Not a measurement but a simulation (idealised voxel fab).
Process module under the name voxel released beams
In the cross-section labelled cut, the width is 235 nm and each square cell is 5 nm.
Just so we're on the same page, the cross-sections are grids of square cells, and they're listed out in bands top to bottom, each band one or more rows deep.
Per band: top height and bottom height in nm, followed by the left-to-right materials and their widths in nm; "throughout" marks a single material spanning edge to edge, "blank" marks empty space.
Note: height 0 marks the level under which the wafer is uniformly one material as received. Lowest band unbounded below, written "z 0 and below".
Per-row width for "30 to 40": begins at first number (top row of band), ends at second number (bottom row), increment between rows held constant.
The cross-section has no changed cell in any step marked "identical to before".
The entry "Trapped void list" lists the empty spaces that cover at least 8 cells and have no open path to the top. Each is written as width x height at distance, where the distance is measured from the left edge and all three values are in nm.
Note: text after step settings on the step line = simulator remark on that step.
overlay nm: on a step with a mask, how far right of its planned place the mask lay; negative means left.
So here's the lineup of process steps we planned
1 RECEIVE, material Si
2 CONFORMAL_DEP, material SiN, thk nm 10
3 DIRECTIONAL_DEP, material SiO2, thk nm 15
4 DIRECTIONAL_DEP, material aC, thk nm 10
5 PATTERN, tone open, mask id ANCHOR, material resist, width nm 35, thk nm 25, overlay nm 0
6 DIRECTIONAL_ETCH, etch materials aC, depth nm 10
7 STRIP, etch materials resist
8 DIRECTIONAL_ETCH, etch materials SiO2, depth nm 15
9 STRIP, etch materials aC
10 CONFORMAL_DEP, material TiN, thk nm 10
11 DIRECTIONAL_DEP, material aC, thk nm 15
12 PATTERN, tone cover, mask id BEAM, material resist, width nm 90, thk nm 30, overlay nm 0
13 DIRECTIONAL_ETCH, etch materials aC, depth nm 15
14 STRIP, etch materials resist
15 DIRECTIONAL_ETCH, etch materials TiN, depth nm 10
16 STRIP, etch materials aC
17 STRIP, etch materials SiO2
The following pertains to the first of two wafers, which was processed as planned
Wafer cross-section on receipt, i.e. after step 1
  z 0 and below  Si throughout
  Trapped void list: none
Step 2 done - wafer cross-section
  z 10 to 0  SiN throughout
  Nothing below the height 0 has changed.
Step 3 done - wafer cross-section
  z 25 to 10  SiO2 throughout
  Nothing below the height 10 has changed.
Step 4 done - wafer cross-section
  z 35 to 25  aC throughout
  Nothing below the height 25 has changed.
Step 5 done - wafer cross-section
  z 60 to 35  75 resist, then 35 blank, then 125 resist
  Nothing below the height 35 has changed.
Step 6 done - wafer cross-section
  z 50 to 35  75 resist, then 35 blank, then 125 resist
  z 35 to 25  75 aC, then 35 blank, then 125 aC
  Nothing below the height 25 has changed.
Step 7 done - wafer cross-section
  z 35 to 25  75 aC, then 35 blank, then 125 aC
  Nothing below the height 25 has changed.
Step 8 done - wafer cross-section
  z 35 to 25  75 aC, then 35 blank, then 125 aC
  z 25 to 10  75 SiO2, then 35 blank, then 125 SiO2
  Nothing below the height 10 has changed.
Step 9 done - wafer cross-section
  z 25 to 10  75 SiO2, then 35 blank, then 125 SiO2
  Nothing below the height 10 has changed.
Step 10 done - wafer cross-section
  z 35 to 25  85 TiN, then 15 blank, then 135 TiN
  z 25 to 20  75 SiO2, then 10 TiN, then 15 blank, then 10 TiN, then 125 SiO2
  z 20 to 10  75 SiO2, then 35 TiN, then 125 SiO2
  Nothing below the height 10 has changed.
Step 11 done - wafer cross-section
  z 50 to 35  85 aC, then 15 blank, then 135 aC
  z 35 to 25  85 TiN, then 15 aC, then 135 TiN
  z 25 to 20  75 SiO2, then 10 TiN, then 15 aC, then 10 TiN, then 125 SiO2
  Nothing below the height 20 has changed.
Step 12 done - wafer cross-section
  z 80 to 50  70 blank, then 90 resist, then 75 blank
  z 50 to 35  85 aC, then 15 resist, then 135 aC
  Nothing below the height 35 has changed.
Step 13 done - wafer cross-section
  z 65 to 50  70 blank, then 90 resist, then 75 blank
  z 50 to 35  70 blank, then 15 aC, then 15 resist, then 60 aC, then 75 blank
  Nothing below the height 35 has changed.
Step 14 done - wafer cross-section
  z 50 to 35  70 blank, then 15 aC, then 15 blank, then 60 aC, then 75 blank
  Nothing below the height 35 has changed.
Step 15 done - wafer cross-section
  z 50 to 35  70 blank, then 15 aC, then 15 blank, then 60 aC, then 75 blank
  z 35 to 25  70 blank, then 15 TiN, then 15 aC, then 60 TiN, then 75 blank
  Nothing below the height 25 has changed.
Step 16 done - wafer cross-section
  z 35 to 25  70 blank, then 15 TiN, then 15 blank, then 60 TiN, then 75 blank
  z 25 to 20  75 SiO2, then 10 TiN, then 15 blank, then 10 TiN, then 125 SiO2
  Nothing below the height 20 has changed.
Step 17 done - wafer cross-section
  z 35 to 25  70 blank, then 15 TiN, then 15 blank, then 60 TiN, then 75 blank
  z 25 to 20  75 blank, then 10 TiN, then 15 blank, then 10 TiN, then 125 blank
  z 20 to 10  75 blank, then 35 TiN, then 125 blank
  Nothing below the height 10 has changed.
Notes, second wafer: start = first wafer's, plan = first wafer's, execution had one mistake; history identical to first through step 11
Cross-section of the second wafer when, according to plan, step 12 should have finished
  z 80 to 50  75 blank, then 80 resist, then 80 blank
  z 50 to 35  85 aC, then 15 resist, then 135 aC
  Nothing below the height 35 has changed.
Cross-section of the second wafer when, according to plan, step 13 should have finished
  z 65 to 50  75 blank, then 80 resist, then 80 blank
  z 50 to 35  75 blank, then 10 aC, then 15 resist, then 55 aC, then 80 blank
  Nothing below the height 35 has changed.
Cross-section of the second wafer when, according to plan, step 14 should have finished
  z 50 to 35  75 blank, then 10 aC, then 15 blank, then 55 aC, then 80 blank
  Nothing below the height 35 has changed.
Cross-section of the second wafer when, according to plan, step 15 should have finished
  z 50 to 35  75 blank, then 10 aC, then 15 blank, then 55 aC, then 80 blank
  z 35 to 25  75 blank, then 10 TiN, then 15 aC, then 55 TiN, then 80 blank
  Nothing below the height 25 has changed.
Cross-section of the second wafer when, according to plan, step 16 should have finished
  z 35 to 25  75 blank, then 10 TiN, then 15 blank, then 55 TiN, then 80 blank
  z 25 to 20  75 SiO2, then 10 TiN, then 15 blank, then 10 TiN, then 125 SiO2
  Nothing below the height 20 has changed.
Cross-section of the second wafer when, according to plan, step 17 should have finished
  z 35 to 25  75 blank, then 10 TiN, then 15 blank, then 55 TiN, then 80 blank
  z 25 to 20  75 blank, then 10 TiN, then 15 blank, then 10 TiN, then 125 blank
  z 20 to 10  75 blank, then 35 TiN, then 125 blank
  Nothing below the height 10 has changed.
What broke from the plan during processing? step 12 deviated from plan and actually ran as PATTERN, tone cover, mask id BEAM, material resist, width nm 80, thk nm 30, overlay nm 0
Wrapping up, a cell-based count of both wafers puts the second over or under the first for these materials: 4 fewer of TiN
